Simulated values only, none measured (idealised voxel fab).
process module | voxel double patterning
Cross-section cut spans 160 nm and uses square cells 5 nm in size.
Cross-section = grid of square cells, listed top down in bands; band = one or more rows.
Read a band's entry like this: the first values are the height of its top and the height of its bottom in nm, and what follows is the sequence of materials from left to right, each with its width in nm. Note that "air" is empty space, and that a single material marked "everywhere" reaches across the band from edge to edge.
The level at which height equals 0 is the one under which the wafer, as it arrives, is entirely one material. No lower edge exists for the bottom band, which continues downward and is notated as in "0 -> down".
When a width is written as two numbers, as in "30 to 40", the first number is the width in the top row of cells of the band and the second is the width in its bottom row, and the width changes by the same amount from each row to the next.
Key: "no change" - step with no changed cell in the cross-section.
Each empty space that has no open way to the top and spans at least 8 cells appears under "Enclosed cavity list" as width x height at distance, the distance counted from the left edge, all in nm.
On a step's line, text after the settings is the simulator commenting on that step.
For masked steps, "overlay nm" on the step line gives how far right of plan the mask actually lay; a minus sign means it lay to the left.

# Process steps foreseen in the plan
1 RECEIVE | material Si
2 CONFORMAL_DEP | material SiO2 | thk nm 5
3 DIRECTIONAL_DEP | material TiN | thk nm 10
4 DIRECTIONAL_DEP | material SiCN | thk nm 5
5 PATTERN | tone open | mask id FIRST | material resist | width nm 15 | pitch nm 50 | thk nm 20 | overlay nm 0
6 DIRECTIONAL_ETCH | etch materials SiCN | depth nm 5
7 STRIP | etch materials resist
8 PATTERN | tone open | mask id SECOND | material resist | width nm 15 | thk nm 20 | overlay nm 0
9 DIRECTIONAL_ETCH | etch materials SiCN | depth nm 5
10 STRIP | etch materials resist
11 DIRECTIONAL_ETCH | etch materials TiN | depth nm 10
12 STRIP | etch materials SiCN

# Wafer, first of two, run as planned

# Cross-section of the incoming wafer, state after step 1
  0 -> down = Si everywhere
  Enclosed cavity list: none

# Cross-section of the wafer after step 2
  5 -> 0 = SiO2 everywhere
  Everything under 0 stays put, no change at all.

# Cross-section of the wafer after step 3
  15 -> 5 = TiN everywhere
  Everything under 5 stays put, no change at all.

# Cross-section of the wafer after step 4
  20 -> 15 = SiCN everywhere
  Everything under 15 stays put, no change at all.

# Cross-section of the wafer after step 5
  40 -> 20 = resist 45 nm | air 15 nm | resist 35 nm | air 15 nm | resist 50 nm
  Everything under 20 stays put, no change at all.

# Cross-section of the wafer after step 6
  40 -> 20 = resist 45 nm | air 15 nm | resist 35 nm | air 15 nm | resist 50 nm
  20 -> 15 = SiCN 45 nm | air 15 nm | SiCN 35 nm | air 15 nm | SiCN 50 nm
  Everything under 15 stays put, no change at all.

# Cross-section of the wafer after step 7
  20 -> 15 = SiCN 45 nm | air 15 nm | SiCN 35 nm | air 15 nm | SiCN 50 nm
  Everything under 15 stays put, no change at all.

# Cross-section of the wafer after step 8
  40 -> 20 = resist 70 nm | air 15 nm | resist 75 nm
  20 -> 15 = SiCN 45 nm | resist 15 nm | SiCN 35 nm | resist 15 nm | SiCN 50 nm
  Everything under 15 stays put, no change at all.

# Cross-section of the wafer after step 9
  40 -> 20 = resist 70 nm | air 15 nm | resist 75 nm
  20 -> 15 = SiCN 45 nm | resist 15 nm | SiCN 10 nm | air 15 nm | SiCN 10 nm | resist 15 nm | SiCN 50 nm
  Everything under 15 stays put, no change at all.

# Cross-section of the wafer after step 10
  20 -> 15 = SiCN 45 nm | air 15 nm | SiCN 10 nm | air 15 nm | SiCN 10 nm | air 15 nm | SiCN 50 nm
  Everything under 15 stays put, no change at all.

# Cross-section of the wafer after step 11
  20 -> 15 = SiCN 45 nm | air 15 nm | SiCN 10 nm | air 15 nm | SiCN 10 nm | air 15 nm | SiCN 50 nm
  15 -> 5 = TiN 45 nm | air 15 nm | TiN 10 nm | air 15 nm | TiN 10 nm | air 15 nm | TiN 50 nm
  Everything under 5 stays put, no change at all.

# Cross-section of the wafer after step 12
  15 -> 5 = TiN 45 nm | air 15 nm | TiN 10 nm | air 15 nm | TiN 10 nm | air 15 nm | TiN 50 nm
  Everything under 5 stays put, no change at all.

# Wafer two. Identical start, identical plan. One mistake in execution. Identical history through step 7

# Second wafer, cross-section, planned end of step 8
  40 -> 20 = resist 65 nm | air 25 nm | resist 70 nm
  20 -> 15 = SiCN 45 nm | resist 15 nm | SiCN 35 nm | resist 15 nm | SiCN 50 nm
  Everything under 15 stays put, no change at all.

# Second wafer, cross-section, planned end of step 9
  40 -> 20 = resist 65 nm | air 25 nm | resist 70 nm
  20 -> 15 = SiCN 45 nm | resist 15 nm | SiCN 5 nm | air 25 nm | SiCN 5 nm | resist 15 nm | SiCN 50 nm
  Everything under 15 stays put, no change at all.

# Second wafer, cross-section, planned end of step 10
  20 -> 15 = SiCN 45 nm | air 15 nm | SiCN 5 nm | air 25 nm | SiCN 5 nm | air 15 nm | SiCN 50 nm
  Everything under 15 stays put, no change at all.

# Second wafer, cross-section, planned end of step 11
  20 -> 15 = SiCN 45 nm | air 15 nm | SiCN 5 nm | air 25 nm | SiCN 5 nm | air 15 nm | SiCN 50 nm
  15 -> 5 = TiN 45 nm | air 15 nm | TiN 5 nm | air 25 nm | TiN 5 nm | air 15 nm | TiN 50 nm
  Everything under 5 stays put, no change at all.

# Second wafer, cross-section, planned end of step 12
  15 -> 5 = TiN 45 nm | air 15 nm | TiN 5 nm | air 25 nm | TiN 5 nm | air 15 nm | TiN 50 nm
  Everything under 5 stays put, no change at all.
Heads up, the wafer didn't run the way we planned it: step 8 deviated from plan and actually ran as PATTERN | tone open | mask id SECOND | material resist | width nm 25 | thk nm 20 | overlay nm 0
Final difference in cells, second wafer against first, listed per material as more or fewer: TiN -4
